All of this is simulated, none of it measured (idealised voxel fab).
The following is a process module called voxel trench capacitor.
The figure presents cross-section cut, which has a width of 200 nm and is divided into square cells with an edge length of 5 nm.
Cross-sections here: square-cell grids, written as top-down lists of bands, a band being one or more rows of cells.
Band entry format. Leading values: height of top, height of bottom, nm. Remainder: materials in left-to-right order, each with its width in nm. Special words: "all across" on a single material, which then fills the band edge to edge; "air", empty space.
Below 0: as-received wafer, all one material; heights counted from there. Lowest band: no bottom, goes on down, written "from 0 down".
You'd read "30->40" like this: the band's top row of cells is as wide as the first number, its bottom row is as wide as the second, and going down, every row changes width by the same amount as the row before did.
"all unchanged" means the step left every cell of the cross-section as it was.
The list in "Voids, fully enclosed" covers empty spaces of 8 cells or more that cannot reach the top through any open way, and it gives each as width x height at distance; the distance is from the left edge, and width, height and distance are in nm.
What comes after the settings on a step's line is commentary from the simulator itself on that step.
"overlay nm" answers the question of how far to the right of plan the mask lay on a step that has a mask, and when it is negative the answer is to the left.
The steps planned for the process are as follows:
1,RECEIVE,material Si
2,CONFORMAL_DEP,material SiN,thk nm 5
3,DIRECTIONAL_DEP,material aC,thk nm 15
4,PATTERN,tone open,mask id TRENCH,material resist,width nm 25,pitch nm 40,thk nm 35,overlay nm 0
5,DIRECTIONAL_ETCH,etch materials aC,depth nm 15
6,STRIP,etch materials resist
7,DIRECTIONAL_ETCH,etch materials SiN,depth nm 5
8,DIRECTIONAL_ETCH,etch materials Si,depth nm 35
9,STRIP,etch materials aC
10,CONFORMAL_DEP,material Al2O3,thk nm 5
11,FILL_DEP,material polySi,thk nm 5
12,CMP,height nm 5
First of two wafers - as planned:
Incoming wafer in cross-section (state: after step 1):
from 0 down: Si all across
Voids, fully enclosed: none
Once step 2 is through, the wafer looks like this in cross-section:
from 5 to 0: SiN all across
Under 0: no change, same as before.
Once step 3 is through, the wafer looks like this in cross-section:
from 20 to 5: aC all across
Under 5: no change, same as before.
Once step 4 is through, the wafer looks like this in cross-section:
from 55 to 20: resist: 45; air: 25; resist: 15; air: 25; resist: 15; air: 25; resist: 50
Under 20: no change, same as before.
Once step 5 is through, the wafer looks like this in cross-section:
from 40 to 20: resist: 45; air: 25; resist: 15; air: 25; resist: 15; air: 25; resist: 50
from 20 to 5: aC: 45; air: 25; aC: 15; air: 25; aC: 15; air: 25; aC: 50
Under 5: no change, same as before.
Once step 6 is through, the wafer looks like this in cross-section:
from 20 to 5: aC: 45; air: 25; aC: 15; air: 25; aC: 15; air: 25; aC: 50
Under 5: no change, same as before.
Once step 7 is through, the wafer looks like this in cross-section:
from 20 to 5: aC: 45; air: 25; aC: 15; air: 25; aC: 15; air: 25; aC: 50
from 5 to 0: SiN: 45; air: 25; SiN: 15; air: 25; SiN: 15; air: 25; SiN: 50
Under 0: no change, same as before.
Once step 8 is through, the wafer looks like this in cross-section:
from 20 to 5: aC: 45; air: 25; aC: 15; air: 25; aC: 15; air: 25; aC: 50
from 5 to 0: SiN: 45; air: 25; SiN: 15; air: 25; SiN: 15; air: 25; SiN: 50
from 0 to -35: Si: 45; air: 25; Si: 15; air: 25; Si: 15; air: 25; Si: 50
Under -35: no change, same as before.
Once step 9 is through, the wafer looks like this in cross-section:
from 5 to 0: SiN: 45; air: 25; SiN: 15; air: 25; SiN: 15; air: 25; SiN: 50
Under 0: no change, same as before.
Once step 10 is through, the wafer looks like this in cross-section:
from 10 to 5: Al2O3: 50; air: 15; Al2O3: 25; air: 15; Al2O3: 25; air: 15; Al2O3: 55
from 5 to 0: SiN: 45; Al2O3: 5; air: 15; Al2O3: 5; SiN: 15; Al2O3: 5; air: 15; Al2O3: 5; SiN: 15; Al2O3: 5; air: 15; Al2O3: 5; SiN: 50
from 0 to -30: Si: 45; Al2O3: 5; air: 15; Al2O3: 5; Si: 15; Al2O3: 5; air: 15; Al2O3: 5; Si: 15; Al2O3: 5; air: 15; Al2O3: 5; Si: 50
from -30 to -35: Si: 45; Al2O3: 25; Si: 15; Al2O3: 25; Si: 15; Al2O3: 25; Si: 50
Under -35: no change, same as before.
Once step 11 is through, the wafer looks like this in cross-section:
from 15 to 10: polySi all across
from 10 to 5: Al2O3: 50; polySi: 15; Al2O3: 25; polySi: 15; Al2O3: 25; polySi: 15; Al2O3: 55
from 5 to 0: SiN: 45; Al2O3: 5; polySi: 15; Al2O3: 5; SiN: 15; Al2O3: 5; polySi: 15; Al2O3: 5; SiN: 15; Al2O3: 5; polySi: 15; Al2O3: 5; SiN: 50
from 0 to -30: Si: 45; Al2O3: 5; polySi: 15; Al2O3: 5; Si: 15; Al2O3: 5; polySi: 15; Al2O3: 5; Si: 15; Al2O3: 5; polySi: 15; Al2O3: 5; Si: 50
Under -30: no change, same as before.
Once step 12 is through, the wafer looks like this in cross-section:
from 5 to 0: SiN: 45; Al2O3: 5; polySi: 15; Al2O3: 5; SiN: 15; Al2O3: 5; polySi: 15; Al2O3: 5; SiN: 15; Al2O3: 5; polySi: 15; Al2O3: 5; SiN: 50
Under 0: no change, same as before.
Wafer two of two - same starting point, same process plan, one mistake in execution; matches wafer one up to and including step 7:
Cross-section of the second wafer corresponding to the planned conclusion of step 8:
from 20 to 5: aC: 45; air: 25; aC: 15; air: 25; aC: 15; air: 25; aC: 50
from 5 to 0: SiN: 45; air: 25; SiN: 15; air: 25; SiN: 15; air: 25; SiN: 50
from 0 to -70: Si: 45; air: 25; Si: 15; air: 25; Si: 15; air: 25; Si: 50
Under -70: no change, same as before.
Cross-section of the second wafer corresponding to the planned conclusion of step 9:
from 5 to 0: SiN: 45; air: 25; SiN: 15; air: 25; SiN: 15; air: 25; SiN: 50
Under 0: no change, same as before.
Cross-section of the second wafer corresponding to the planned conclusion of step 10:
from 10 to 5: Al2O3: 50; air: 15; Al2O3: 25; air: 15; Al2O3: 25; air: 15; Al2O3: 55
from 5 to 0: SiN: 45; Al2O3: 5; air: 15; Al2O3: 5; SiN: 15; Al2O3: 5; air: 15; Al2O3: 5; SiN: 15; Al2O3: 5; air: 15; Al2O3: 5; SiN: 50
from 0 to -65: Si: 45; Al2O3: 5; air: 15; Al2O3: 5; Si: 15; Al2O3: 5; air: 15; Al2O3: 5; Si: 15; Al2O3: 5; air: 15; Al2O3: 5; Si: 50
from -65 to -70: Si: 45; Al2O3: 25; Si: 15; Al2O3: 25; Si: 15; Al2O3: 25; Si: 50
Under -70: no change, same as before.
Cross-section of the second wafer corresponding to the planned conclusion of step 11:
from 15 to 10: polySi all across
from 10 to 5: Al2O3: 50; polySi: 15; Al2O3: 25; polySi: 15; Al2O3: 25; polySi: 15; Al2O3: 55
from 5 to 0: SiN: 45; Al2O3: 5; polySi: 15; Al2O3: 5; SiN: 15; Al2O3: 5; polySi: 15; Al2O3: 5; SiN: 15; Al2O3: 5; polySi: 15; Al2O3: 5; SiN: 50
from 0 to -65: Si: 45; Al2O3: 5; polySi: 15; Al2O3: 5; Si: 15; Al2O3: 5; polySi: 15; Al2O3: 5; Si: 15; Al2O3: 5; polySi: 15; Al2O3: 5; Si: 50
Under -65: no change, same as before.
Cross-section of the second wafer corresponding to the planned conclusion of step 12:
from 5 to 0: SiN: 45; Al2O3: 5; polySi: 15; Al2O3: 5; SiN: 15; Al2O3: 5; polySi: 15; Al2O3: 5; SiN: 15; Al2O3: 5; polySi: 15; Al2O3: 5; SiN: 50
Under 0: no change, same as before.
In executing the process, a mistake was made relative to the plan: step 8 was run twice
Final cells, second wafer relative to first, materials higher or lower: +42 Al2O3; -105 Si; +63 polySi
